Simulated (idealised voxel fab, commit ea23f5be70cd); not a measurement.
Documented hereafter: the process module known as voxel capacitor over wiring.
We display cut, a cross-section 265 nm in width whose square cells are each 5 nm.
Notation: cross-section as square-cell grid; stated in bands, top first, going down; one or more cell rows per band. Look at the band entry: it leads with the top's height and the bottom's height in nm. Then it lists the materials left to right, with a width in nm for each. The word "all across" on a single material says that material fills the band edge to edge. The word "empty" is empty space. Heads up on the height convention: 0 is the point under which the incoming wafer is all one material, and the lowest band has no bottom, it just keeps going down, like "0..down". Top row gets the first number, bottom row gets the second, and each row in between changes by the same step: that is how a band width like "30->40" works. No cell of the cross-section changed in a step that is given as "same as before". Under "Catalogued sealed voids" you'll find the enclosed gaps, the ones with no way out to the top, that are 8 cells or bigger; each reads width x height at distance, with distance counted from the left edge, everything in nm. Whatever follows a step's settings on its line is a remark the simulator itself makes about that step. "overlay nm" denotes, for a step that has a mask, the displacement of the mask to the right of its planned place, with negative values corresponding to the left.

# This section lists the process steps that were planned
| 1 | op RECEIVE | material Si |
| 2 | op CONFORMAL_DEP | material SiO2 | thk nm 15 |
| 3 | op CONFORMAL_DEP | material SiN | thk nm 5 |
| 4 | op DIRECTIONAL_DEP | material SiO2 | thk nm 20 |
| 5 | op PATTERN | tone open | mask id METAL_1 | material resist | width nm 30 | pitch nm 80 | thk nm 15 | overlay nm 0 |
| 6 | op DIRECTIONAL_ETCH | etch materials SiO2 | depth nm 20 |
| 7 | op DIRECTIONAL_ETCH | etch materials SiN | depth nm 5 |
| 8 | op STRIP | etch materials resist |
| 9 | op CONFORMAL_DEP | material TiN | thk nm 5 |
| 10 | op FILL_DEP | material Ru | thk nm 5 |
| 11 | op CMP | height nm 40 |
| 12 | op EPI | material Ru | thk nm 5 |
| 13 | op FILL_DEP | material SiCN | thk nm 5 |
| 14 | op DIRECTIONAL_DEP | material SiO2 | thk nm 20 |
| 15 | op MASKED_ETCH | tone open | mask id PLUG_1 | width nm 15 | etch materials SiO2 | depth nm 20 | overlay nm 0 |
| 16 | op MASKED_ETCH | tone open | mask id PLUG_1 | width nm 15 | etch materials SiCN | depth nm 5 | overlay nm 0 |
| 17 | op EPI | material Ru | thk nm 10 |
| 18 | op EPI | material Ru | thk nm 10 |
| 19 | op EPI | material Ru | thk nm 5 |
| 20 | op DIRECTIONAL_DEP | material TiN | thk nm 10 |
| 21 | op DIRECTIONAL_DEP | material Al2O3 | thk nm 5 |
| 22 | op DIRECTIONAL_DEP | material TiN | thk nm 10 |
| 23 | op DIRECTIONAL_DEP | material aC | thk nm 15 |
| 24 | op PATTERN | tone cover | mask id UPPER_PLATE | material resist | width nm 55 | thk nm 30 | overlay nm 0 |
| 25 | op DIRECTIONAL_ETCH | etch materials aC | depth nm 15 |
| 26 | op STRIP | etch materials resist |
| 27 | op DIRECTIONAL_ETCH | etch materials TiN | depth nm 10 |
| 28 | op DIRECTIONAL_ETCH | etch materials Al2O3 | depth nm 5 |
| 29 | op STRIP | etch materials aC |
| 30 | op MASKED_ETCH | tone cover | mask id LOWER_PLATE | width nm 65 | etch materials TiN | depth nm 10 | overlay nm 0 |
| 31 | op FILL_DEP | material SiO2 | thk nm 15 |
| 32 | op CMP | height nm 105 |
| 33 | op DIRECTIONAL_DEP | material aC | thk nm 10 |
| 34 | op PATTERN | tone open | mask id PLUG_2 | material resist | width nm 15 | thk nm 30 | overlay nm 0 |
| 35 | op DIRECTIONAL_ETCH | etch materials aC | depth nm 10 |
| 36 | op STRIP | etch materials resist |
| 37 | op DIRECTIONAL_ETCH | etch materials SiO2 | depth nm 10 |
| 38 | op STRIP | etch materials aC |
| 39 | op CONFORMAL_DEP | material TiN | thk nm 5 |
| 40 | op FILL_DEP | material Cu | thk nm 5 |
| 41 | op CMP | height nm 105 |
| 42 | op CONFORMAL_DEP | material SiCN | thk nm 5 |

# As-received wafer cross-section (after step 1)
  0..down  Si all across
  Catalogued sealed voids: none

# Cross-section: first of two wafers, module finished, run according to plan
  110..105  SiCN all across
  105..100  100 SiO2  5 TiN  5 Cu  5 TiN  150 SiO2
  100..95  100 SiO2  15 TiN  150 SiO2
  95..85  90 SiO2  55 TiN  120 SiO2
  85..80  90 SiO2  55 Al2O3  120 SiO2
  80..70  85 SiO2  65 TiN  115 SiO2
  70..50  90 SiO2  15 Ru  160 SiO2
  50..45  90 SiCN  15 Ru  160 SiCN
  45..40  70 SiCN  40 Ru  40 SiCN  40 Ru  75 SiCN
  40..20  75 SiO2  5 TiN  20 Ru  5 TiN  50 SiO2  5 TiN  20 Ru  5 TiN  80 SiO2
  20..15  75 SiN  30 TiN  50 SiN  30 TiN  80 SiN
  15..0  SiO2 all across
  0..down  Si all across
  Catalogued sealed voids: none

# Here's the second of our two wafers sectioned at module end. Same start as the first, same plan, but one mistake got made running it
  110..105  SiCN all across
  105..100  100 SiO2  5 TiN  5 Cu  5 TiN  150 SiO2
  100..95  100 SiO2  15 TiN  150 SiO2
  95..85  90 SiO2  20 TiN  155 SiO2
  85..80  90 SiO2  20 Al2O3  35 TiN  120 SiO2
  80..75  85 SiO2  60 TiN  120 SiO2
  75..70  85 SiO2  25 TiN  35 Al2O3  120 SiO2
  70..65  85 SiO2  25 Ru  40 TiN  115 SiO2
  65..60  90 SiO2  15 Ru  5 SiO2  40 TiN  115 SiO2
  60..45  90 SiO2  15 Ru  160 SiO2
  45..40  70 SiO2  40 Ru  40 SiO2  40 Ru  75 SiO2
  40..20  75 SiO2  5 TiN  20 Ru  5 TiN  50 SiO2  5 TiN  20 Ru  5 TiN  80 SiO2
  20..15  75 SiN  30 TiN  50 SiN  30 TiN  80 SiN
  15..0  SiO2 all across
  0..down  Si all across
  Catalogued sealed voids: none
Misprocessing identified: execution of step 13 of the plan did not take place, the step having been omitted
End check, counted in cells, second wafer has more or fewer of these materials than the first: +2 Ru, -87 SiCN, +85 SiO2
